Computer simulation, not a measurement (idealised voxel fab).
You're looking at the process module voxel released beams.
Cross-sectional view cut (width: 210 nm; square cell size: 5 nm).
Reading order for cross-sections: top band down to bottom band. Underlying form: a grid of square cells. Band size: one or more rows of cells. The band entry comprises the height of the band's top followed by the height of its bottom, expressed in nm, and subsequently the band's materials from left to right, each stated together with its width in nm. Where a single material is marked with the word "all across", that material fills the band from edge to edge. The word "air" represents empty space. A quick word on heights: they are counted from 0, and under that level the wafer as it came to us is one material throughout. The lowest band is different from the rest in having no bottom; it simply continues downward, written as in "from 0 down". The notation "30 to 40" denotes a width that varies across the rows of cells in the band, beginning at the first number in the top row, finishing at the second number in the bottom row, and changing by an identical amount from each row to the next. The designation "no change", where it is given for a processing step, indicates that no cell of the cross-section was altered in the course of that step. Heads up: "Closed void listing" only lists the empty pockets with no open path to the top that are 8 cells or more, and it writes them as width x height at distance, distance from the left edge, in nm. Past the settings on a step's line: simulator remark, on that step. A step's line can hold "overlay nm"; with a mask on that step, the setting says how far right of the planned place the mask lay, while a negative setting says it lay to the left. Layout of what follows: cross-section pairs, each bracketing one process step, the after cross-section shown only to the lowest band that changed, the step between and its settings noted under each pair. Pairs may originate in different runs of this module on the same starting wafer; a pair continues from the pair above only where its entry headed "Pre-step" says so.

Pre-step:
  from 0 down | Si all across
  Closed void listing: none

Section After Processing:
  from 10 to 0 | SiN all across
  Lower than 0, everything is as it was.
  Closed void listing: none
What step was run between the cross-section before it and the cross-section after it, both above? CONFORMAL_DEP, material SiN, thk nm 10

Pre-step: per the after cross-section of the pair just above.

Section After Processing:
  from 20 to 10 | SiO2 all across
  Lower than 10, everything is as it was.
  Closed void listing: none
What step was run between the cross-section before it and the cross-section after it, both above? DIRECTIONAL_DEP, material SiO2, thk nm 10

Pre-step: per the after cross-section of the pair just above.

Section After Processing:
  from 40 to 20 | 50 nm resist | 45 nm air | 115 nm resist
  Lower than 20, everything is as it was.
  Closed void listing: none
What step was run between the cross-section before it and the cross-section after it, both above? PATTERN, tone open, mask id ANCHOR, material resist, width nm 45, thk nm 20, overlay nm 0

Pre-step: per the after cross-section of the pair just above.

Section After Processing:
  from 40 to 20 | 50 nm resist | 45 nm air | 115 nm resist
  from 20 to 10 | 50 nm SiO2 | 45 nm air | 115 nm SiO2
  Lower than 10, everything is as it was.
  Closed void listing: none
What step was run between the cross-section before it and the cross-section after it, both above? DIRECTIONAL_ETCH, etch materials SiO2, depth nm 10

Pre-step: per the after cross-section of the pair just above.

Section After Processing:
  from 20 to 10 | 50 nm SiO2 | 45 nm air | 115 nm SiO2
  Lower than 10, everything is as it was.
  Closed void listing: none
What step was run between the cross-section before it and the cross-section after it, both above? STRIP, etch materials resist

Pre-step: per the after cross-section of the pair just above.

Section After Processing:
  from 35 to 25 | 65 nm W | 15 nm air | 130 nm W
  from 25 to 20 | W all across
  from 20 to 10 | 50 nm SiO2 | 45 nm W | 115 nm SiO2
  Lower than 10, everything is as it was.
  Closed void listing: none
What step was run between the cross-section before it and the cross-section after it, both above? CONFORMAL_DEP, material W, thk nm 15

Pre-step: per the after cross-section of the pair just above.

Section After Processing:
  from 50 to 35 | 45 nm air | 115 nm resist | 50 nm air
  from 35 to 25 | 65 nm W | 15 nm resist | 130 nm W
  Lower than 25, everything is as it was.
  Closed void listing: none
What step was run between the cross-section before it and the cross-section after it, both above? PATTERN, tone cover, mask id BEAM, material resist, width nm 115, thk nm 15, overlay nm 0

Pre-step: per the after cross-section of the pair just above.

Section After Processing:
  from 50 to 35 | 45 nm air | 115 nm resist | 50 nm air
  from 35 to 25 | 45 nm air | 20 nm W | 15 nm resist | 80 nm W | 50 nm air
  from 25 to 20 | 45 nm air | 115 nm W | 50 nm air
  Lower than 20, everything is as it was.
  Closed void listing: none
What step was run between the cross-section before it and the cross-section after it, both above? DIRECTIONAL_ETCH, etch materials W, depth nm 15

Pre-step: per the after cross-section of the pair just above.

Section After Processing:
  from 35 to 25 | 45 nm air | 20 nm W | 15 nm air | 80 nm W | 50 nm air
  Lower than 25, everything is as it was.
  Closed void listing: none
What step was run between the cross-section before it and the cross-section after it, both above? STRIP, etch materials resist

Pre-step: per the after cross-section of the pair just above.

Section After Processing:
  from 35 to 25 | 45 nm air | 20 nm W | 15 nm air | 80 nm W | 50 nm air
  from 25 to 20 | 45 nm air | 115 nm W | 50 nm air
  from 20 to 10 | 50 nm air | 45 nm W | 115 nm air
  Lower than 10, everything is as it was.
  Closed void listing: none
What step was run between the cross-section before it and the cross-section after it, both above? STRIP, etch materials SiO2

Pre-step:
  from 0 down | Si all across
  Closed void listing: none

Section After Processing:
  from 10 to 0 | SiO2 all across
  Lower than 0, everything is as it was.
  Closed void listing: none
What step was run between the cross-section before it and the cross-section after it, both above? DIRECTIONAL_DEP, material SiO2, thk nm 10

Pre-step: per the after cross-section of the pair just above.

Section After Processing:
  from 30 to 10 | 50 nm resist | 45 nm air | 115 nm resist
  Lower than 10, everything is as it was.
  Closed void listing: none
What step was run between the cross-section before it and the cross-section after it, both above? PATTERN, tone open, mask id ANCHOR, material resist, width nm 45, thk nm 20, overlay nm 0

Pre-step: per the after cross-section of the pair just above.

Section After Processing:
  from 30 to 10 | 50 nm resist | 45 nm air | 115 nm resist
  from 10 to 0 | 50 nm SiO2 | 45 nm air | 115 nm SiO2
  Lower than 0, everything is as it was.
  Closed void listing: none
What step was run between the cross-section before it and the cross-section after it, both above? DIRECTIONAL_ETCH, etch materials SiO2, depth nm 10

Pre-step: per the after cross-section of the pair just above.

Section After Processing:
  from 10 to 0 | 50 nm SiO2 | 45 nm air | 115 nm SiO2
  Lower than 0, everything is as it was.
  Closed void listing: none
What step was run between the cross-section before it and the cross-section after it, both above? STRIP, etch materials resist

Pre-step: per the after cross-section of the pair just above.

Section After Processing:
  from 25 to 15 | 65 nm W | 15 nm air | 130 nm W
  from 15 to 10 | W all across
  from 10 to 0 | 50 nm SiO2 | 45 nm W | 115 nm SiO2
  Lower than 0, everything is as it was.
  Closed void listing: none
What step was run between the cross-section before it and the cross-section after it, both above? CONFORMAL_DEP, material W, thk nm 15

Pre-step: per the after cross-section of the pair just above.

Section After Processing:
  from 40 to 25 | 45 nm air | 115 nm resist | 50 nm air
  from 25 to 15 | 65 nm W | 15 nm resist | 130 nm W
  Lower than 15, everything is as it was.
  Closed void listing: none
What step was run between the cross-section before it and the cross-section after it, both above? PATTERN, tone cover, mask id BEAM, material resist, width nm 115, thk nm 15, overlay nm 0

Pre-step: per the after cross-section of the pair just above.

Section After Processing:
  from 40 to 25 | 45 nm air | 115 nm resist | 50 nm air
  from 25 to 15 | 45 nm air | 20 nm W | 15 nm resist | 80 nm W | 50 nm air
  from 15 to 10 | 45 nm air | 115 nm W | 50 nm air
  Lower than 10, everything is as it was.
  Closed void listing: none
What step was run between the cross-section before it and the cross-section after it, both above? DIRECTIONAL_ETCH, etch materials W, depth nm 15

Pre-step: per the after cross-section of the pair just above.

Section After Processing:
  from 25 to 15 | 45 nm air | 20 nm W | 15 nm air | 80 nm W | 50 nm air
  Lower than 15, everything is as it was.
  Closed void listing: none
What step was run between the cross-section before it and the cross-section after it, both above? STRIP, etch materials resist

Pre-step: per the after cross-section of the pair just above.

Section After Processing:
  from 25 to 15 | 45 nm air | 20 nm W | 15 nm air | 80 nm W | 50 nm air
  from 15 to 10 | 45 nm air | 115 nm W | 50 nm air
  from 10 to 0 | 50 nm air | 45 nm W | 115 nm air
  Lower than 0, everything is as it was.
  Closed void listing: none
What step was run between the cross-section before it and the cross-section after it, both above? STRIP, etch materials SiO2

Pre-step:
  from 35 to 25 | 65 nm W | 15 nm air | 130 nm W
  from 25 to 20 | W all across
  from 20 to 10 | 50 nm SiO2 | 45 nm W | 115 nm SiO2
  from 10 to 0 | SiN all across
  from 0 down | Si all across
  Closed void listing: none

Section After Processing:
  from 50 to 20 | W all across
  Lower than 20, everything is as it was.
  Closed void listing: none
What step was run between the cross-section before it and the cross-section after it, both above? CONFORMAL_DEP, material W, thk nm 15

Pre-step: per the after cross-section of the pair just above.

Section After Processing:
  from 65 to 50 | 45 nm air | 115 nm resist | 50 nm air
  Lower than 50, everything is as it was.
  Closed void listing: none
What step was run between the cross-section before it and the cross-section after it, both above? PATTERN, tone cover, mask id BEAM, material resist, width nm 115, thk nm 15, overlay nm 0

Pre-step: per the after cross-section of the pair just above.

Section After Processing:
  from 65 to 50 | 45 nm air | 115 nm resist | 50 nm air
  from 50 to 35 | 45 nm air | 115 nm W | 50 nm air
  Lower than 35, everything is as it was.
  Closed void listing: none
What step was run between the cross-section before it and the cross-section after it, both above? DIRECTIONAL_ETCH, etch materials W, depth nm 15

Pre-step: per the after cross-section of the pair just above.

Section After Processing:
  from 50 to 35 | 45 nm air | 115 nm W | 50 nm air
  Lower than 35, everything is as it was.
  Closed void listing: none
What step was run between the cross-section before it and the cross-section after it, both above? STRIP, etch materials resist

Pre-step:
  from 10 to 0 | SiO2 all across
  from 0 down | Si all across
  Closed void listing: none

Section After Processing:
  from 20 to 10 | SiN all across
  Lower than 10, everything is as it was.
  Closed void listing: none
What step was run between the cross-section before it and the cross-section after it, both above? CONFORMAL_DEP, material SiN, thk nm 10

Pre-step: per the after cross-section of the pair just above.

Section After Processing:
  from 40 to 20 | 50 nm resist | 45 nm air | 115 nm resist
  Lower than 20, everything is as it was.
  Closed void listing: none
What step was run between the cross-section before it and the cross-section after it, both above? PATTERN, tone open, mask id ANCHOR, material resist, width nm 45, thk nm 20, overlay nm 0

Pre-step: per the after cross-section of the pair just above.

Section After Processing:
  from 20 to 10 | SiN all across
  Lower than 10, everything is as it was.
  Closed void listing: none
What step was run between the cross-section before it and the cross-section after it, both above? STRIP, etch materials resist

Pre-step: per the after cross-section of the pair just above.

Section After Processing:
  from 35 to 20 | W all across
  Lower than 20, everything is as it was.
  Closed void listing: none
What step was run between the cross-section before it and the cross-section after it, both above? CONFORMAL_DEP, material W, thk nm 15

Pre-step: per the after cross-section of the pair just above.

Section After Processing:
  from 50 to 35 | 45 nm air | 115 nm resist | 50 nm air
  Lower than 35, everything is as it was.
  Closed void listing: none
What step was run between the cross-section before it and the cross-section after it, both above? PATTERN, tone cover, mask id BEAM, material resist, width nm 115, thk nm 15, overlay nm 0

Pre-step: per the after cross-section of the pair just above.

Section After Processing:
  from 50 to 35 | 45 nm air | 115 nm resist | 50 nm air
  from 35 to 20 | 45 nm air | 115 nm W | 50 nm air
  Lower than 20, everything is as it was.
  Closed void listing: none
What step was run between the cross-section before it and the cross-section after it, both above? DIRECTIONAL_ETCH, etch materials W, depth nm 15

Pre-step: per the after cross-section of the pair just above.

Section After Processing:
  from 35 to 20 | 45 nm air | 115 nm W | 50 nm air
  Lower than 20, everything is as it was.
  Closed void listing: none
What step was run between the cross-section before it and the cross-section after it, both above? STRIP, etch materials resist

Pre-step:
  from 20 to 10 | 50 nm SiO2 | 45 nm air | 115 nm SiO2
  from 10 to 0 | SiN all across
  from 0 down | Si all across
  Closed void listing: none

Section After Processing:
  from 45 to 20 | W all across
  from 20 to 10 | 50 nm SiO2 | 45 nm W | 115 nm SiO2
  Lower than 10, everything is as it was.
  Closed void listing: none
What step was run between the cross-section before it and the cross-section after it, both above? CONFORMAL_DEP, material W, thk nm 25

Pre-step: per the after cross-section of the pair just above.

Section After Processing:
  from 60 to 45 | 45 nm air | 115 nm resist | 50 nm air
  Lower than 45, everything is as it was.
  Closed void listing: none
What step was run between the cross-section before it and the cross-section after it, both above? PATTERN, tone cover, mask id BEAM, material resist, width nm 115, thk nm 15, overlay nm 0

Pre-step: per the after cross-section of the pair just above.

Section After Processing:
  from 60 to 45 | 45 nm air | 115 nm resist | 50 nm air
  from 45 to 30 | 45 nm air | 115 nm W | 50 nm air
  Lower than 30, everything is as it was.
  Closed void listing: none
What step was run between the cross-section before it and the cross-section after it, both above? DIRECTIONAL_ETCH, etch materials W, depth nm 15

Pre-step: per the after cross-section of the pair just above.

Section After Processing:
  from 45 to 30 | 45 nm air | 115 nm W | 50 nm air
  Lower than 30, everything is as it was.
  Closed void listing: none
What step was run between the cross-section before it and the cross-section after it, both above? STRIP, etch materials resist

Pre-step:
  from 20 to 10 | SiO2 all across
  from 10 to 0 | SiN all across
  from 0 down | Si all across
  Closed void listing: none

Section After Processing:
  from 40 to 20 | 55 nm resist | 40 nm air | 115 nm resist
  Lower than 20, everything is as it was.
  Closed void listing: none
What step was run between the cross-section before it and the cross-section after it, both above? PATTERN, tone open, mask id ANCHOR, material resist, width nm 40, thk nm 20, overlay nm 0

Pre-step: per the after cross-section of the pair just above.

Section After Processing:
  from 40 to 20 | 55 nm resist | 40 nm air | 115 nm resist
  from 20 to 10 | 55 nm SiO2 | 40 nm air | 115 nm SiO2
  Lower than 10, everything is as it was.
  Closed void listing: none
What step was run between the cross-section before it and the cross-section after it, both above? DIRECTIONAL_ETCH, etch materials SiO2, depth nm 10

Pre-step: per the after cross-section of the pair just above.

Section After Processing:
  from 20 to 10 | 55 nm SiO2 | 40 nm air | 115 nm SiO2
  Lower than 10, everything is as it was.
  Closed void listing: none
What step was run between the cross-section before it and the cross-section after it, both above? STRIP, etch materials resist

Pre-step: per the after cross-section of the pair just above.

Section After Processing:
  from 35 to 25 | 70 nm W | 10 nm air | 130 nm W
  from 25 to 20 | W all across
  from 20 to 10 | 55 nm SiO2 | 40 nm W | 115 nm SiO2
  Lower than 10, everything is as it was.
  Closed void listing: none
What step was run between the cross-section before it and the cross-section after it, both above? CONFORMAL_DEP, material W, thk nm 15

Pre-step: per the after cross-section of the pair just above.

Section After Processing:
  from 50 to 35 | 45 nm air | 115 nm resist | 50 nm air
  from 35 to 25 | 70 nm W | 10 nm resist | 130 nm W
  Lower than 25, everything is as it was.
  Closed void listing: none
What step was run between the cross-section before it and the cross-section after it, both above? PATTERN, tone cover, mask id BEAM, material resist, width nm 115, thk nm 15, overlay nm 0

Pre-step: per the after cross-section of the pair just above.

Section After Processing:
  from 50 to 35 | 45 nm air | 115 nm resist | 50 nm air
  from 35 to 25 | 45 nm air | 25 nm W | 10 nm resist | 80 nm W | 50 nm air
  from 25 to 20 | 45 nm air | 115 nm W | 50 nm air
  Lower than 20, everything is as it was.
  Closed void listing: none
What step was run between the cross-section before it and the cross-section after it, both above? DIRECTIONAL_ETCH, etch materials W, depth nm 15

Pre-step: per the after cross-section of the pair just above.

Section After Processing:
  from 35 to 25 | 45 nm air | 25 nm W | 10 nm air | 80 nm W | 50 nm air
  Lower than 25, everything is as it was.
  Closed void listing: none
What step was run between the cross-section before it and the cross-section after it, both above? STRIP, etch materials resist

Pre-step: per the after cross-section of the pair just above.

Section After Processing:
  from 35 to 25 | 45 nm air | 25 nm W | 10 nm air | 80 nm W | 50 nm air
  from 25 to 20 | 45 nm air | 115 nm W | 50 nm air
  from 20 to 10 | 55 nm air | 40 nm W | 115 nm air
  Lower than 10, everything is as it was.
  Closed void listing: none
What step was run between the cross-section before it and the cross-section after it, both above? STRIP, etch materials SiO2

Pre-step:
  from 35 to 25 | 65 nm W | 15 nm air | 130 nm W
  from 25 to 20 | W all across
  from 20 to 10 | 50 nm SiO2 | 45 nm W | 115 nm SiO2
  from 10 to 0 | SiN all across
  from 0 down | Si all across
  Closed void listing: none

Section After Processing:
  from 50 to 35 | 50 nm air | 115 nm resist | 45 nm air
  from 35 to 25 | 65 nm W | 15 nm resist | 130 nm W
  Lower than 25, everything is as it was.
  Closed void listing: none
What step was run between the cross-section before it and the cross-section after it, both above? PATTERN, tone cover, mask id BEAM, material resist, width nm 115, thk nm 15, overlay nm 5

Pre-step: per the after cross-section of the pair just above.

Section After Processing:
  from 50 to 35 | 50 nm air | 115 nm resist | 45 nm air
  from 35 to 25 | 50 nm air | 15 nm W | 15 nm resist | 85 nm W | 45 nm air
  from 25 to 20 | 50 nm air | 115 nm W | 45 nm air
  Lower than 20, everything is as it was.
  Closed void listing: none
What step was run between the cross-section before it and the cross-section after it, both above? DIRECTIONAL_ETCH, etch materials W, depth nm 15

Pre-step: per the after cross-section of the pair just above.

Section After Processing:
  from 35 to 25 | 50 nm air | 15 nm W | 15 nm air | 85 nm W | 45 nm air
  Lower than 25, everything is as it was.
  Closed void listing: none
What step was run between the cross-section before it and the cross-section after it, both above? STRIP, etch materials resist

Pre-step: per the after cross-section of the pair just above.

Section After Processing:
  from 35 to 25 | 50 nm air | 15 nm W | 15 nm air | 85 nm W | 45 nm air
  from 25 to 20 | 50 nm air | 115 nm W | 45 nm air
  from 20 to 10 | 50 nm air | 45 nm W | 115 nm air
  Lower than 10, everything is as it was.
  Closed void listing: none
What step was run between the cross-section before it and the cross-section after it, both above? STRIP, etch materials SiO2

Pre-step:
  from 10 to 0 | SiN all across
  from 0 down | Si all across
  Closed void listing: none

Section After Processing:
  from 20 to 0 | SiN all across
  Lower than 0, everything is as it was.
  Closed void listing: none
What step was run between the cross-section before it and the cross-section after it, both above? DIRECTIONAL_DEP, material SiN, thk nm 10

Pre-step: per the after cross-section of the pair just above.

Section After Processing:
  from 40 to 20 | 50 nm resist | 45 nm air | 115 nm resist
  Lower than 20, everything is as it was.
  Closed void listing: none
What step was run between the cross-section before it and the cross-section after it, both above? PATTERN, tone open, mask id ANCHOR, material resist, width nm 45, thk nm 20, overlay nm 0

Pre-step: per the after cross-section of the pair just above.

Section After Processing:
  from 20 to 0 | SiN all across
  Lower than 0, everything is as it was.
  Closed void listing: none
What step was run between the cross-section before it and the cross-section after it, both above? STRIP, etch materials resist

Pre-step: per the after cross-section of the pair just above.

Section After Processing:
  from 35 to 20 | W all across
  Lower than 20, everything is as it was.
  Closed void listing: none
What step was run between the cross-section before it and the cross-section after it, both above? CONFORMAL_DEP, material W, thk nm 15

Pre-step: per the after cross-section of the pair just above.

Section After Processing:
  from 50 to 35 | 45 nm air | 115 nm resist | 50 nm air
  Lower than 35, everything is as it was.
  Closed void listing: none
What step was run between the cross-section before it and the cross-section after it, both above? PATTERN, tone cover, mask id BEAM, material resist, width nm 115, thk nm 15, overlay nm 0

Pre-step: per the after cross-section of the pair just above.

Section After Processing:
  from 50 to 35 | 45 nm air | 115 nm resist | 50 nm air
  from 35 to 20 | 45 nm air | 115 nm W | 50 nm air
  Lower than 20, everything is as it was.
  Closed void listing: none
What step was run between the cross-section before it and the cross-section after it, both above? DIRECTIONAL_ETCH, etch materials W, depth nm 15

Pre-step: per the after cross-section of the pair just above.

Section After Processing:
  from 35 to 20 | 45 nm air | 115 nm W | 50 nm air
  Lower than 20, everything is as it was.
  Closed void listing: none
What step was run between the cross-section before it and the cross-section after it, both above? STRIP, etch materials resist

Pre-step:
  from 20 to 10 | SiO2 all across
  from 10 to 0 | SiN all across
  from 0 down | Si all across
  Closed void listing: none

Section After Processing:
  from 40 to 20 | 50 nm air | 45 nm resist | 115 nm air
  Lower than 20, everything is as it was.
  Closed void listing: none
What step was run between the cross-section before it and the cross-section after it, both above? PATTERN, tone cover, mask id ANCHOR, material resist, width nm 45, thk nm 20, overlay nm 0

Pre-step: per the after cross-section of the pair just above.

Section After Processing:
  from 40 to 20 | 50 nm air | 45 nm resist | 115 nm air
  from 20 to 10 | 50 nm air | 45 nm SiO2 | 115 nm air
  Lower than 10, everything is as it was.
  Closed void listing: none
What step was run between the cross-section before it and the cross-section after it, both above? DIRECTIONAL_ETCH, etch materials SiO2, depth nm 10

Pre-step: per the after cross-section of the pair just above.

Section After Processing:
  from 20 to 10 | 50 nm air | 45 nm SiO2 | 115 nm air
  Lower than 10, everything is as it was.
  Closed void listing: none
What step was run between the cross-section before it and the cross-section after it, both above? STRIP, etch materials resist

Pre-step: per the after cross-section of the pair just above.

Section After Processing:
  from 35 to 25 | 35 nm air | 75 nm W | 100 nm air
  from 25 to 20 | W all across
  from 20 to 10 | 50 nm W | 45 nm SiO2 | 115 nm W
  Lower than 10, everything is as it was.
  Closed void listing: none
What step was run between the cross-section before it and the cross-section after it, both above? CONFORMAL_DEP, material W, thk nm 15

Pre-step: per the after cross-section of the pair just above.

Section After Processing:
  from 50 to 35 | 45 nm air | 115 nm resist | 50 nm air
  from 35 to 25 | 35 nm air | 75 nm W | 50 nm resist | 50 nm air
  Lower than 25, everything is as it was.
  Closed void listing: none
What step was run between the cross-section before it and the cross-section after it, both above? PATTERN, tone cover, mask id BEAM, material resist, width nm 115, thk nm 15, overlay nm 0

Pre-step: per the after cross-section of the pair just above.

Section After Processing:
  from 50 to 35 | 45 nm air | 115 nm resist | 50 nm air
  from 35 to 25 | 45 nm air | 65 nm W | 50 nm resist | 50 nm air
  from 25 to 20 | 45 nm air | 115 nm W | 50 nm air
  from 20 to 10 | 35 nm air | 15 nm W | 45 nm SiO2 | 65 nm W | 50 nm air
  Lower than 10, everything is as it was.
  Closed void listing: none
What step was run between the cross-section before it and the cross-section after it, both above? DIRECTIONAL_ETCH, etch materials W, depth nm 15

Pre-step: per the after cross-section of the pair just above.

Section After Processing:
  from 35 to 25 | 45 nm air | 65 nm W | 100 nm air
  Lower than 25, everything is as it was.
  Closed void listing: none
What step was run between the cross-section before it and the cross-section after it, both above? STRIP, etch materials resist
